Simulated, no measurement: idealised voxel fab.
Name of the process module below: voxel self aligned contacts
Pictured: cross-section cut, 170 nm wide, on a grid of 5 nm square cells.
Cross-section, as written here: a square-cell grid given band by band from the top down, where a band holds one or more rows of cells.
It is stipulated that each band's entry specify, in nanometres, the height of the top of the band and then that of its bottom, followed by the materials of the band in left-to-right sequence, each together with its width in nanometres. A single material marked by the word "all across" is understood to fill the band from edge to edge; the word "air" is understood to denote empty space.
Heads up on the height convention: 0 is the point under which the incoming wafer is all one material, and the lowest band has no bottom, it just keeps going down, like "top 0, no bottom".
Width "30..40": first value at the band's top row of cells, second value at its bottom row, equal change from row to row.
"nothing was modified" (step): cross-section cells unchanged, all of them.
This entry, "Sealed void listing", enumerates those empty regions of no fewer than 8 cells that possess no open connection to the top. Each region is reported in the form width x height at distance, the distance being taken from the left edge, with all three quantities expressed in nm.
If you see something after the settings on a step's line, that's the simulator's own remark about that step.
Steps that use a mask can have "overlay nm" on their line. It says how far the mask sat to the right of where it was meant to be. Negative means to the left.
Reading guide: pairs of cross-sections, before and after one process step; after view cut off at lowest changed band; step and settings listed under each pair. Pairs may stem from different runs of this module on the same starting wafer; continuity with the pair above only where the "Pre-process state" entry states it.

# Pre-process state
    top 0, no bottom = Si all across
    Sealed void listing: none

# Sectional View, Post-Process
    top 0, bottom -5 = SiO2 all across
    For the remainder of the cross-section, below -5, there is no change.
    Sealed void listing: none
Can you say which step sits between the two cross-sections above? OXIDIZE with depth nm 5

Pre-process state: as in the pair right above, post-step view.

# Sectional View, Post-Process
    top 25, bottom 0 = polySi all across
    For the remainder of the cross-section, below 0, there is no change.
    Sealed void listing: none
Can you say which step sits between the two cross-sections above? DIRECTIONAL_DEP with material polySi, thk nm 25

Pre-process state: as in the pair right above, post-step view.

# Sectional View, Post-Process
    top 45, bottom 25 = SiN all across
    For the remainder of the cross-section, below 25, there is no change.
    Sealed void listing: none
Can you say which step sits between the two cross-sections above? DIRECTIONAL_DEP with material SiN, thk nm 20

Pre-process state: as in the pair right above, post-step view.

# Sectional View, Post-Process
    top 55, bottom 45 = aC all across
    For the remainder of the cross-section, below 45, there is no change.
    Sealed void listing: none
Can you say which step sits between the two cross-sections above? DIRECTIONAL_DEP with material aC, thk nm 10

Pre-process state: as in the pair right above, post-step view.

# Sectional View, Post-Process
    top 85, bottom 55 = air: 35, resist: 30, air: 35, resist: 30, air: 40
    For the remainder of the cross-section, below 55, there is no change.
    Sealed void listing: none
Can you say which step sits between the two cross-sections above? PATTERN with tone cover, mask id GATE, material resist, width nm 30, pitch nm 65, thk nm 30, overlay nm 0

Pre-process state: as in the pair right above, post-step view.

# Sectional View, Post-Process
    top 75, bottom 55 = air: 35, resist: 30, air: 35, resist: 30, air: 40
    top 55, bottom 45 = air: 35, aC: 30, air: 35, aC: 30, air: 40
    For the remainder of the cross-section, below 45, there is no change.
    Sealed void listing: none
Can you say which step sits between the two cross-sections above? DIRECTIONAL_ETCH with etch materials aC, depth nm 10

Pre-process state: as in the pair right above, post-step view.

# Sectional View, Post-Process
    top 55, bottom 45 = air: 35, aC: 30, air: 35, aC: 30, air: 40
    For the remainder of the cross-section, below 45, there is no change.
    Sealed void listing: none
Can you say which step sits between the two cross-sections above? STRIP with etch materials resist

Pre-process state: as in the pair right above, post-step view.

# Sectional View, Post-Process
    top 55, bottom 45 = air: 35, aC: 30, air: 35, aC: 30, air: 40
    top 45, bottom 25 = air: 35, SiN: 30, air: 35, SiN: 30, air: 40
    For the remainder of the cross-section, below 25, there is no change.
    Sealed void listing: none
Can you say which step sits between the two cross-sections above? DIRECTIONAL_ETCH with etch materials SiN, depth nm 20

Pre-process state: as in the pair right above, post-step view.

# Sectional View, Post-Process
    top 55, bottom 45 = air: 35, aC: 30, air: 35, aC: 30, air: 40
    top 45, bottom 25 = air: 35, SiN: 30, air: 35, SiN: 30, air: 40
    top 25, bottom 0 = air: 35, polySi: 30, air: 35, polySi: 30, air: 40
    For the remainder of the cross-section, below 0, there is no change.
    Sealed void listing: none
Can you say which step sits between the two cross-sections above? DIRECTIONAL_ETCH with etch materials polySi, depth nm 25

Pre-process state: as in the pair right above, post-step view.

# Sectional View, Post-Process
    top 45, bottom 25 = air: 35, SiN: 30, air: 35, SiN: 30, air: 40
    For the remainder of the cross-section, below 25, there is no change.
    Sealed void listing: none
Can you say which step sits between the two cross-sections above? STRIP with etch materials aC

Pre-process state: as in the pair right above, post-step view.

# Sectional View, Post-Process
    top 55, bottom 25 = air: 25, SiN: 50, air: 15, SiN: 50, air: 30
    top 25, bottom 10 = air: 25, SiN: 10, polySi: 30, SiN: 10, air: 15, SiN: 10, polySi: 30, SiN: 10, air: 30
    top 10, bottom 0 = SiN: 35, polySi: 30, SiN: 35, polySi: 30, SiN: 40
    For the remainder of the cross-section, below 0, there is no change.
    Sealed void listing: none
Can you say which step sits between the two cross-sections above? CONFORMAL_DEP with material SiN, thk nm 10

Pre-process state: as in the pair right above, post-step view.

# Sectional View, Post-Process
    top 45, bottom 25 = air: 25, SiN: 50, air: 15, SiN: 50, air: 30
    top 25, bottom 0 = air: 25, SiN: 10, polySi: 30, SiN: 10, air: 15, SiN: 10, polySi: 30, SiN: 10, air: 30
    For the remainder of the cross-section, below 0, there is no change.
    Sealed void listing: none
Can you say which step sits between the two cross-sections above? DIRECTIONAL_ETCH with etch materials SiN, depth nm 10

Pre-process state: as in the pair right above, post-step view.

# Sectional View, Post-Process
    top 65, bottom 45 = SiO2 all across
    top 45, bottom 25 = SiO2: 25, SiN: 50, SiO2: 15, SiN: 50, SiO2: 30
    top 25, bottom 0 = SiO2: 25, SiN: 10, polySi: 30, SiN: 10, SiO2: 15, SiN: 10, polySi: 30, SiN: 10, SiO2: 30
    For the remainder of the cross-section, below 0, there is no change.
    Sealed void listing: none
Can you say which step sits between the two cross-sections above? FILL_DEP with material SiO2, thk nm 20

Pre-process state: as in the pair right above, post-step view.

# Sectional View, Post-Process
    top 55, bottom 45 = SiO2 all across
    For the remainder of the cross-section, below 45, there is no change.
    Sealed void listing: none
Can you say which step sits between the two cross-sections above? CMP with height nm 55

Pre-process state: as in the pair right above, post-step view.

# Sectional View, Post-Process
    top 65, bottom 55 = aC all across
    For the remainder of the cross-section, below 55, there is no change.
    Sealed void listing: none
Can you say which step sits between the two cross-sections above? DIRECTIONAL_DEP with material aC, thk nm 10

Pre-process state: as in the pair right above, post-step view.

# Sectional View, Post-Process
    top 90, bottom 65 = resist: 60, air: 45, resist: 65
    For the remainder of the cross-section, below 65, there is no change.
    Sealed void listing: none
Can you say which step sits between the two cross-sections above? PATTERN with tone open, mask id CONTACT, material resist, width nm 45, thk nm 25, overlay nm 0

Pre-process state: as in the pair right above, post-step view.

# Sectional View, Post-Process
    top 80, bottom 65 = resist: 60, air: 45, resist: 65
    top 65, bottom 55 = aC: 60, air: 45, aC: 65
    For the remainder of the cross-section, below 55, there is no change.
    Sealed void listing: none
Can you say which step sits between the two cross-sections above? DIRECTIONAL_ETCH with etch materials aC, depth nm 10

Pre-process state: as in the pair right above, post-step view.

# Sectional View, Post-Process
    top 65, bottom 55 = aC: 60, air: 45, aC: 65
    For the remainder of the cross-section, below 55, there is no change.
    Sealed void listing: none
Can you say which step sits between the two cross-sections above? STRIP with etch materials resist

Pre-process state: as in the pair right above, post-step view.

# Sectional View, Post-Process
    top 65, bottom 55 = aC: 60, air: 45, aC: 65
    top 55, bottom 45 = SiO2: 60, air: 45, SiO2: 65
    top 45, bottom 25 = SiO2: 25, SiN: 50, air: 15, SiN: 50, SiO2: 30
    top 25, bottom 0 = SiO2: 25, SiN: 10, polySi: 30, SiN: 10, air: 15, SiN: 10, polySi: 30, SiN: 10, SiO2: 30
    top 0, bottom -5 = SiO2: 75, air: 15, SiO2: 80
    For the remainder of the cross-section, below -5, there is no change.
    Sealed void listing: none
Can you say which step sits between the two cross-sections above? DIRECTIONAL_ETCH with etch materials SiO2, depth nm 60

Pre-process state: as in the pair right above, post-step view.

# Sectional View, Post-Process
    top 55, bottom 45 = SiO2: 60, air: 45, SiO2: 65
    For the remainder of the cross-section, below 45, there is no change.
    Sealed void listing: none
Can you say which step sits between the two cross-sections above? STRIP with etch materials aC

Pre-process state: as in the pair right above, post-step view.

# Sectional View, Post-Process
    top 60, bottom 55 = TiN: 65, air: 35, TiN: 70
    top 55, bottom 45 = SiO2: 60, TiN: 5..20, air: 35..5, TiN: 5..20, SiO2: 65
    top 45, bottom 25 = SiO2: 25, SiN: 50, TiN: 5, air: 5, TiN: 5, SiN: 50, SiO2: 30
    top 25, bottom 0 = SiO2: 25, SiN: 10, polySi: 30, SiN: 10, TiN: 5, air: 5, TiN: 5, SiN: 10, polySi: 30, SiN: 10, SiO2: 30
    top 0, bottom -5 = SiO2: 75, TiN: 15, SiO2: 80
    For the remainder of the cross-section, below -5, there is no change.
    Sealed void listing: none
Can you say which step sits between the two cross-sections above? CONFORMAL_DEP with material TiN, thk nm 5

Pre-process state: as in the pair right above, post-step view.

# Sectional View, Post-Process
    top 70, bottom 60 = Ru all across
    top 60, bottom 55 = TiN: 65, Ru: 35, TiN: 70
    top 55, bottom 45 = SiO2: 60, TiN: 5..20, Ru: 35..5, TiN: 5..20, SiO2: 65
    top 45, bottom 25 = SiO2: 25, SiN: 50, TiN: 5, Ru: 5, TiN: 5, SiN: 50, SiO2: 30
    top 25, bottom 0 = SiO2: 25, SiN: 10, polySi: 30, SiN: 10, TiN: 5, Ru: 5, TiN: 5, SiN: 10, polySi: 30, SiN: 10, SiO2: 30
    For the remainder of the cross-section, below 0, there is no change.
    Sealed void listing: none
Can you say which step sits between the two cross-sections above? FILL_DEP with material Ru, thk nm 10

Pre-process state: as in the pair right above, post-step view.

# Sectional View, Post-Process
    top 55, bottom 45 = SiO2: 60, TiN: 5..20, Ru: 35..5, TiN: 5..20, SiO2: 65
    For the remainder of the cross-section, below 45, there is no change.
    Sealed void listing: none
Can you say which step sits between the two cross-sections above? CMP with height nm 55

Pre-process state: as in the pair right above, post-step view.

# Sectional View, Post-Process
    top 60, bottom 55 = SiCN all across
    For the remainder of the cross-section, below 55, there is no change.
    Sealed void listing: none
Can you say which step sits between the two cross-sections above? CONFORMAL_DEP with material SiCN, thk nm 5

# Pre-process state
    top 0, no bottom = Si all across
    Sealed void listing: none

# Sectional View, Post-Process
    top 25, bottom 0 = polySi all across
    For the remainder of the cross-section, below 0, there is no change.
    Sealed void listing: none
Can you say which step sits between the two cross-sections above? DIRECTIONAL_DEP with material polySi, thk nm 25

Pre-process state: as in the pair right above, post-step view.

# Sectional View, Post-Process
    top 45, bottom 25 = SiN all across
    For the remainder of the cross-section, below 25, there is no change.
    Sealed void listing: none
Can you say which step sits between the two cross-sections above? DIRECTIONAL_DEP with material SiN, thk nm 20

Pre-process state: as in the pair right above, post-step view.

# Sectional View, Post-Process
    top 55, bottom 45 = aC all across
    For the remainder of the cross-section, below 45, there is no change.
    Sealed void listing: none
Can you say which step sits between the two cross-sections above? DIRECTIONAL_DEP with material aC, thk nm 10

Pre-process state: as in the pair right above, post-step view.

# Sectional View, Post-Process
    top 85, bottom 55 = air: 35, resist: 30, air: 35, resist: 30, air: 40
    For the remainder of the cross-section, below 55, there is no change.
    Sealed void listing: none
Can you say which step sits between the two cross-sections above? PATTERN with tone cover, mask id GATE, material resist, width nm 30, pitch nm 65, thk nm 30, overlay nm 0

Pre-process state: as in the pair right above, post-step view.

# Sectional View, Post-Process
    top 75, bottom 55 = air: 35, resist: 30, air: 35, resist: 30, air: 40
    top 55, bottom 45 = air: 35, aC: 30, air: 35, aC: 30, air: 40
    For the remainder of the cross-section, below 45, there is no change.
    Sealed void listing: none
Can you say which step sits between the two cross-sections above? DIRECTIONAL_ETCH with etch materials aC, depth nm 10

Pre-process state: as in the pair right above, post-step view.

# Sectional View, Post-Process
    top 55, bottom 45 = air: 35, aC: 30, air: 35, aC: 30, air: 40
    For the remainder of the cross-section, below 45, there is no change.
    Sealed void listing: none
Can you say which step sits between the two cross-sections above? STRIP with etch materials resist

Pre-process state: as in the pair right above, post-step view.

# Sectional View, Post-Process
    top 55, bottom 45 = air: 35, aC: 30, air: 35, aC: 30, air: 40
    top 45, bottom 25 = air: 35, SiN: 30, air: 35, SiN: 30, air: 40
    For the remainder of the cross-section, below 25, there is no change.
    Sealed void listing: none
Can you say which step sits between the two cross-sections above? DIRECTIONAL_ETCH with etch materials SiN, depth nm 20

Pre-process state: as in the pair right above, post-step view.

# Sectional View, Post-Process
    top 55, bottom 45 = air: 35, aC: 30, air: 35, aC: 30, air: 40
    top 45, bottom 25 = air: 35, SiN: 30, air: 35, SiN: 30, air: 40
    top 25, bottom 0 = air: 35, polySi: 30, air: 35, polySi: 30, air: 40
    For the remainder of the cross-section, below 0, there is no change.
    Sealed void listing: none
Can you say which step sits between the two cross-sections above? DIRECTIONAL_ETCH with etch materials polySi, depth nm 25

Pre-process state: as in the pair right above, post-step view.

# Sectional View, Post-Process
    top 45, bottom 25 = air: 35, SiN: 30, air: 35, SiN: 30, air: 40
    For the remainder of the cross-section, below 25, there is no change.
    Sealed void listing: none
Can you say which step sits between the two cross-sections above? STRIP with etch materials aC

Pre-process state: as in the pair right above, post-step view.

# Sectional View, Post-Process
    top 55, bottom 25 = air: 25, SiN: 50, air: 15, SiN: 50, air: 30
    top 25, bottom 10 = air: 25, SiN: 10, polySi: 30, SiN: 10, air: 15, SiN: 10, polySi: 30, SiN: 10, air: 30
    top 10, bottom 0 = SiN: 35, polySi: 30, SiN: 35, polySi: 30, SiN: 40
    For the remainder of the cross-section, below 0, there is no change.
    Sealed void listing: none
Can you say which step sits between the two cross-sections above? CONFORMAL_DEP with material SiN, thk nm 10

Pre-process state: as in the pair right above, post-step view.

# Sectional View, Post-Process
    top 45, bottom 25 = air: 25, SiN: 50, air: 15, SiN: 50, air: 30
    top 25, bottom 0 = air: 25, SiN: 10, polySi: 30, SiN: 10, air: 15, SiN: 10, polySi: 30, SiN: 10, air: 30
    For the remainder of the cross-section, below 0, there is no change.
    Sealed void listing: none
Can you say which step sits between the two cross-sections above? DIRECTIONAL_ETCH with etch materials SiN, depth nm 10

Pre-process state: as in the pair right above, post-step view.

# Sectional View, Post-Process
    top 65, bottom 45 = SiO2 all across
    top 45, bottom 25 = SiO2: 25, SiN: 50, SiO2: 15, SiN: 50, SiO2: 30
    top 25, bottom 0 = SiO2: 25, SiN: 10, polySi: 30, SiN: 10, SiO2: 15, SiN: 10, polySi: 30, SiN: 10, SiO2: 30
    For the remainder of the cross-section, below 0, there is no change.
    Sealed void listing: none
Can you say which step sits between the two cross-sections above? FILL_DEP with material SiO2, thk nm 20

Pre-process state: as in the pair right above, post-step view.

# Sectional View, Post-Process
    top 55, bottom 45 = SiO2 all across
    For the remainder of the cross-section, below 45, there is no change.
    Sealed void listing: none
Can you say which step sits between the two cross-sections above? CMP with height nm 55

Pre-process state: as in the pair right above, post-step view.

# Sectional View, Post-Process
    top 65, bottom 55 = aC all across
    For the remainder of the cross-section, below 55, there is no change.
    Sealed void listing: none
Can you say which step sits between the two cross-sections above? DIRECTIONAL_DEP with material aC, thk nm 10

Pre-process state: as in the pair right above, post-step view.

# Sectional View, Post-Process
    top 90, bottom 65 = resist: 60, air: 45, resist: 65
    For the remainder of the cross-section, below 65, there is no change.
    Sealed void listing: none
Can you say which step sits between the two cross-sections above? PATTERN with tone open, mask id CONTACT, material resist, width nm 45, thk nm 25, overlay nm 0

Pre-process state: as in the pair right above, post-step view.

# Sectional View, Post-Process
    top 80, bottom 65 = resist: 60, air: 45, resist: 65
    top 65, bottom 55 = aC: 60, air: 45, aC: 65
    For the remainder of the cross-section, below 55, there is no change.
    Sealed void listing: none
Can you say which step sits between the two cross-sections above? DIRECTIONAL_ETCH with etch materials aC, depth nm 10

Pre-process state: as in the pair right above, post-step view.

# Sectional View, Post-Process
    top 65, bottom 55 = aC: 60, air: 45, aC: 65
    For the remainder of the cross-section, below 55, there is no change.
    Sealed void listing: none
Can you say which step sits between the two cross-sections above? STRIP with etch materials resist

Pre-process state: as in the pair right above, post-step view.

# Sectional View, Post-Process
    top 65, bottom 55 = aC: 60, air: 45, aC: 65
    top 55, bottom 45 = SiO2: 60, air: 45, SiO2: 65
    top 45, bottom 25 = SiO2: 25, SiN: 50, air: 15, SiN: 50, SiO2: 30
    top 25, bottom 0 = SiO2: 25, SiN: 10, polySi: 30, SiN: 10, air: 15, SiN: 10, polySi: 30, SiN: 10, SiO2: 30
    For the remainder of the cross-section, below 0, there is no change.
    Sealed void listing: none
Can you say which step sits between the two cross-sections above? DIRECTIONAL_ETCH with etch materials SiO2, depth nm 60

Pre-process state: as in the pair right above, post-step view.

# Sectional View, Post-Process
    top 55, bottom 45 = SiO2: 60, air: 45, SiO2: 65
    For the remainder of the cross-section, below 45, there is no change.
    Sealed void listing: none
Can you say which step sits between the two cross-sections above? STRIP with etch materials aC

Pre-process state: as in the pair right above, post-step view.

# Sectional View, Post-Process
    top 60, bottom 55 = TiN: 65, air: 35, TiN: 70
    top 55, bottom 45 = SiO2: 60, TiN: 5..20, air: 35..5, TiN: 5..20, SiO2: 65
    top 45, bottom 25 = SiO2: 25, SiN: 50, TiN: 5, air: 5, TiN: 5, SiN: 50, SiO2: 30
    top 25, bottom 5 = SiO2: 25, SiN: 10, polySi: 30, SiN: 10, TiN: 5, air: 5, TiN: 5, SiN: 10, polySi: 30, SiN: 10, SiO2: 30
    top 5, bottom 0 = SiO2: 25, SiN: 10, polySi: 30, SiN: 10, TiN: 15, SiN: 10, polySi: 30, SiN: 10, SiO2: 30
    For the remainder of the cross-section, below 0, there is no change.
    Sealed void listing: none
Can you say which step sits between the two cross-sections above? CONFORMAL_DEP with material TiN, thk nm 5

Pre-process state: as in the pair right above, post-step view.

# Sectional View, Post-Process
    top 70, bottom 60 = Ru all across
    top 60, bottom 55 = TiN: 65, Ru: 35, TiN: 70
    top 55, bottom 45 = SiO2: 60, TiN: 5..20, Ru: 35..5, TiN: 5..20, SiO2: 65
    top 45, bottom 25 = SiO2: 25, SiN: 50, TiN: 5, Ru: 5, TiN: 5, SiN: 50, SiO2: 30
    top 25, bottom 5 = SiO2: 25, SiN: 10, polySi: 30, SiN: 10, TiN: 5, Ru: 5, TiN: 5, SiN: 10, polySi: 30, SiN: 10, SiO2: 30
    For the remainder of the cross-section, below 5, there is no change.
    Sealed void listing: none
Can you say which step sits between the two cross-sections above? FILL_DEP with material Ru, thk nm 10

Pre-process state: as in the pair right above, post-step view.

# Sectional View, Post-Process
    top 55, bottom 45 = SiO2: 60, TiN: 5..20, Ru: 35..5, TiN: 5..20, SiO2: 65
    For the remainder of the cross-section, below 45, there is no change.
    Sealed void listing: none
Can you say which step sits between the two cross-sections above? CMP with height nm 55

Pre-process state: as in the pair right above, post-step view.

# Sectional View, Post-Process
    top 60, bottom 55 = SiCN all across
    For the remainder of the cross-section, below 55, there is no change.
    Sealed void listing: none
Can you say which step sits between the two cross-sections above? CONFORMAL_DEP with material SiCN, thk nm 5

# Pre-process state
    top 45, bottom 25 = SiN all across
    top 25, bottom 0 = polySi all across
    top 0, bottom -5 = SiO2 all across
    top -5, no bottom = Si all across
    Sealed void listing: none

# Sectional View, Post-Process
    top 65, bottom 25 = SiN all across
    For the remainder of the cross-section, below 25, there is no change.
    Sealed void listing: none
Can you say which step sits between the two cross-sections above? DIRECTIONAL_DEP with material SiN, thk nm 20

Pre-process state: as in the pair right above, post-step view.

# Sectional View, Post-Process
    top 75, bottom 65 = aC all across
    For the remainder of the cross-section, below 65, there is no change.
    Sealed void listing: none
Can you say which step sits between the two cross-sections above? DIRECTIONAL_DEP with material aC, thk nm 10

Pre-process state: as in the pair right above, post-step view.

# Sectional View, Post-Process
    top 105, bottom 75 = air: 35, resist: 30, air: 35, resist: 30, air: 40
    For the remainder of the cross-section, below 75, there is no change.
    Sealed void listing: none
Can you say which step sits between the two cross-sections above? PATTERN with tone cover, mask id GATE, material resist, width nm 30, pitch nm 65, thk nm 30, overlay nm 0

Pre-process state: as in the pair right above, post-step view.

# Sectional View, Post-Process
    top 95, bottom 75 = air: 35, resist: 30, air: 35, resist: 30, air: 40
    top 75, bottom 65 = air: 35, aC: 30, air: 35, aC: 30, air: 40
    For the remainder of the cross-section, below 65, there is no change.
    Sealed void listing: none
Can you say which step sits between the two cross-sections above? DIRECTIONAL_ETCH with etch materials aC, depth nm 10

Pre-process state: as in the pair right above, post-step view.

# Sectional View, Post-Process
    top 75, bottom 65 = air: 35, aC: 30, air: 35, aC: 30, air: 40
    For the remainder of the cross-section, below 65, there is no change.
    Sealed void listing: none
Can you say which step sits between the two cross-sections above? STRIP with etch materials resist

Pre-process state: as in the pair right above, post-step view.

# Sectional View, Post-Process
    top 75, bottom 65 = air: 35, aC: 30, air: 35, aC: 30, air: 40
    top 65, bottom 45 = air: 35, SiN: 30, air: 35, SiN: 30, air: 40
    For the remainder of the cross-section, below 45, there is no change.
    Sealed void listing: none
Can you say which step sits between the two cross-sections above? DIRECTIONAL_ETCH with etch materials SiN, depth nm 20

Pre-process state: as in the pair right above, post-step view.

# Sectional View, Post-Process
    top 65, bottom 45 = air: 35, SiN: 30, air: 35, SiN: 30, air: 40
    For the remainder of the cross-section, below 45, there is no change.
    Sealed void listing: none
Can you say which step sits between the two cross-sections above? STRIP with etch materials aC

Pre-process state: as in the pair right above, post-step view.

# Sectional View, Post-Process
    top 75, bottom 55 = air: 25, SiN: 50, air: 15, SiN: 50, air: 30
    top 55, bottom 25 = SiN all across
    For the remainder of the cross-section, below 25, there is no change.
    Sealed void listing: none
Can you say which step sits between the two cross-sections above? CONFORMAL_DEP with material SiN, thk nm 10

Pre-process state: as in the pair right above, post-step view.

# Sectional View, Post-Process
    top 65, bottom 45 = air: 25, SiN: 50, air: 15, SiN: 50, air: 30
    For the remainder of the cross-section, below 45, there is no change.
    Sealed void listing: none
Can you say which step sits between the two cross-sections above? DIRECTIONAL_ETCH with etch materials SiN, depth nm 10

Pre-process state: as in the pair right above, post-step view.

# Sectional View, Post-Process
    top 85, bottom 65 = SiO2 all across
    top 65, bottom 45 = SiO2: 25, SiN: 50, SiO2: 15, SiN: 50, SiO2: 30
    For the remainder of the cross-section, below 45, there is no change.
    Sealed void listing: none
Can you say which step sits between the two cross-sections above? FILL_DEP with material SiO2, thk nm 20

Pre-process state: as in the pair right above, post-step view.

# Sectional View, Post-Process
    top 55, bottom 45 = SiO2: 25, SiN: 50, SiO2: 15, SiN: 50, SiO2: 30
    For the remainder of the cross-section, below 45, there is no change.
    Sealed void listing: none
Can you say which step sits between the two cross-sections above? CMP with height nm 55

Pre-process state: as in the pair right above, post-step view.

# Sectional View, Post-Process
    top 65, bottom 55 = aC all across
    For the remainder of the cross-section, below 55, there is no change.
    Sealed void listing: none
Can you say which step sits between the two cross-sections above? DIRECTIONAL_DEP with material aC, thk nm 10

Pre-process state: as in the pair right above, post-step view.

# Sectional View, Post-Process
    top 90, bottom 65 = resist: 60, air: 45, resist: 65
    For the remainder of the cross-section, below 65, there is no change.
    Sealed void listing: none
Can you say which step sits between the two cross-sections above? PATTERN with tone open, mask id CONTACT, material resist, width nm 45, thk nm 25, overlay nm 0

Pre-process state: as in the pair right above, post-step view.

# Sectional View, Post-Process
    top 80, bottom 65 = resist: 60, air: 45, resist: 65
    top 65, bottom 55 = aC: 60, air: 45, aC: 65
    For the remainder of the cross-section, below 55, there is no change.
    Sealed void listing: none
Can you say which step sits between the two cross-sections above? DIRECTIONAL_ETCH with etch materials aC, depth nm 10

Pre-process state: as in the pair right above, post-step view.

# Sectional View, Post-Process
    top 65, bottom 55 = aC: 60, air: 45, aC: 65
    For the remainder of the cross-section, below 55, there is no change.
    Sealed void listing: none
Can you say which step sits between the two cross-sections above? STRIP with etch materials resist

Pre-process state: as in the pair right above, post-step view.

# Sectional View, Post-Process
    top 65, bottom 55 = aC: 60, air: 45, aC: 65
    top 55, bottom 45 = SiO2: 25, SiN: 50, air: 15, SiN: 50, SiO2: 30
    For the remainder of the cross-section, below 45, there is no change.
    Sealed void listing: none
Can you say which step sits between the two cross-sections above? DIRECTIONAL_ETCH with etch materials SiO2, depth nm 60

Pre-process state: as in the pair right above, post-step view.

# Sectional View, Post-Process
    top 55, bottom 45 = SiO2: 25, SiN: 50, air: 15, SiN: 50, SiO2: 30
    For the remainder of the cross-section, below 45, there is no change.
    Sealed void listing: none
Can you say which step sits between the two cross-sections above? STRIP with etch materials aC

Pre-process state: as in the pair right above, post-step view.

# Sectional View, Post-Process
    top 60, bottom 55 = TiN: 80, air: 5, TiN: 85
    top 55, bottom 50 = SiO2: 25, SiN: 50, TiN: 5, air: 5, TiN: 5, SiN: 50, SiO2: 30
    top 50, bottom 45 = SiO2: 25, SiN: 50, TiN: 15, SiN: 50, SiO2: 30
    For the remainder of the cross-section, below 45, there is no change.
    Sealed void listing: none
Can you say which step sits between the two cross-sections above? CONFORMAL_DEP with material TiN, thk nm 5

Pre-process state: as in the pair right above, post-step view.

# Sectional View, Post-Process
    top 70, bottom 60 = Ru all across
    top 60, bottom 55 = TiN: 80, Ru: 5, TiN: 85
    top 55, bottom 50 = SiO2: 25, SiN: 50, TiN: 5, Ru: 5, TiN: 5, SiN: 50, SiO2: 30
    For the remainder of the cross-section, below 50, there is no change.
    Sealed void listing: none
Can you say which step sits between the two cross-sections above? FILL_DEP with material Ru, thk nm 10

Pre-process state: as in the pair right above, post-step view.

# Sectional View, Post-Process
    top 55, bottom 50 = SiO2: 25, SiN: 50, TiN: 5, Ru: 5, TiN: 5, SiN: 50, SiO2: 30
    For the remainder of the cross-section, below 50, there is no change.
    Sealed void listing: none
Can you say which step sits between the two cross-sections above? CMP with height nm 55

Pre-process state: as in the pair right above, post-step view.

# Sectional View, Post-Process
    top 60, bottom 55 = SiCN all across
    For the remainder of the cross-section, below 55, there is no change.
    Sealed void listing: none
Can you say which step sits between the two cross-sections above? CONFORMAL_DEP with material SiCN, thk nm 5

# Pre-process state
    top 45, bottom 25 = air: 35, SiN: 30, air: 35, SiN: 30, air: 40
    top 25, bottom 0 = air: 35, polySi: 30, air: 35, polySi: 30, air: 40
    top 0, bottom -5 = SiO2 all across
    top -5, no bottom = Si all across
    Sealed void listing: none

# Sectional View, Post-Process
    top 35, bottom 25 = air: 35, SiN: 30, air: 35, SiN: 30, air: 40
    For the remainder of the cross-section, below 25, there is no change.
    Sealed void listing: none
Can you say which step sits between the two cross-sections above? DIRECTIONAL_ETCH with etch materials SiN, depth nm 10

Pre-process state: as in the pair right above, post-step view.

# Sectional View, Post-Process
    top 45, bottom 25 = air: 25, SiN: 50, air: 15, SiN: 50, air: 30
    top 25, bottom 10 = air: 25, SiN: 10, polySi: 30, SiN: 10, air: 15, SiN: 10, polySi: 30, SiN: 10, air: 30
    top 10, bottom 0 = SiN: 35, polySi: 30, SiN: 35, polySi: 30, SiN: 40
    For the remainder of the cross-section, below 0, there is no change.
    Sealed void listing: none
Can you say which step sits between the two cross-sections above? CONFORMAL_DEP with material SiN, thk nm 10

Pre-process state: as in the pair right above, post-step view.

# Sectional View, Post-Process
    top 65, bottom 45 = SiO2 all across
    top 45, bottom 25 = SiO2: 25, SiN: 50, SiO2: 15, SiN: 50, SiO2: 30
    top 25, bottom 10 = SiO2: 25, SiN: 10, polySi: 30, SiN: 10, SiO2: 15, SiN: 10, polySi: 30, SiN: 10, SiO2: 30
    For the remainder of the cross-section, below 10, there is no change.
    Sealed void listing: none
Can you say which step sits between the two cross-sections above? FILL_DEP with material SiO2, thk nm 20

Pre-process state: as in the pair right above, post-step view.

# Sectional View, Post-Process
    top 55, bottom 45 = SiO2 all across
    For the remainder of the cross-section, below 45, there is no change.
    Sealed void listing: none
Can you say which step sits between the two cross-sections above? CMP with height nm 55

Pre-process state: as in the pair right above, post-step view.

# Sectional View, Post-Process
    top 65, bottom 55 = aC all across
    For the remainder of the cross-section, below 55, there is no change.
    Sealed void listing: none
Can you say which step sits between the two cross-sections above? DIRECTIONAL_DEP with material aC, thk nm 10

Pre-process state: as in the pair right above, post-step view.

# Sectional View, Post-Process
    top 90, bottom 65 = resist: 60, air: 45, resist: 65
    For the remainder of the cross-section, below 65, there is no change.
    Sealed void listing: none
Can you say which step sits between the two cross-sections above? PATTERN with tone open, mask id CONTACT, material resist, width nm 45, thk nm 25, overlay nm 0

Pre-process state: as in the pair right above, post-step view.

# Sectional View, Post-Process
    top 80, bottom 65 = resist: 60, air: 45, resist: 65
    top 65, bottom 55 = aC: 60, air: 45, aC: 65
    For the remainder of the cross-section, below 55, there is no change.
    Sealed void listing: none
Can you say which step sits between the two cross-sections above? DIRECTIONAL_ETCH with etch materials aC, depth nm 10

Pre-process state: as in the pair right above, post-step view.

# Sectional View, Post-Process
    top 65, bottom 55 = aC: 60, air: 45, aC: 65
    For the remainder of the cross-section, below 55, there is no change.
    Sealed void listing: none
Can you say which step sits between the two cross-sections above? STRIP with etch materials resist

Pre-process state: as in the pair right above, post-step view.

# Sectional View, Post-Process
    top 65, bottom 55 = aC: 60, air: 45, aC: 65
    top 55, bottom 45 = SiO2: 60, air: 45, SiO2: 65
    top 45, bottom 25 = SiO2: 25, SiN: 50, air: 15, SiN: 50, SiO2: 30
    top 25, bottom 10 = SiO2: 25, SiN: 10, polySi: 30, SiN: 10, air: 15, SiN: 10, polySi: 30, SiN: 10, SiO2: 30
    For the remainder of the cross-section, below 10, there is no change.
    Sealed void listing: none
Can you say which step sits between the two cross-sections above? DIRECTIONAL_ETCH with etch materials SiO2, depth nm 60

Pre-process state: as in the pair right above, post-step view.

# Sectional View, Post-Process
    top 55, bottom 45 = SiO2: 60, air: 45, SiO2: 65
    For the remainder of the cross-section, below 45, there is no change.
    Sealed void listing: none
Can you say which step sits between the two cross-sections above? STRIP with etch materials aC
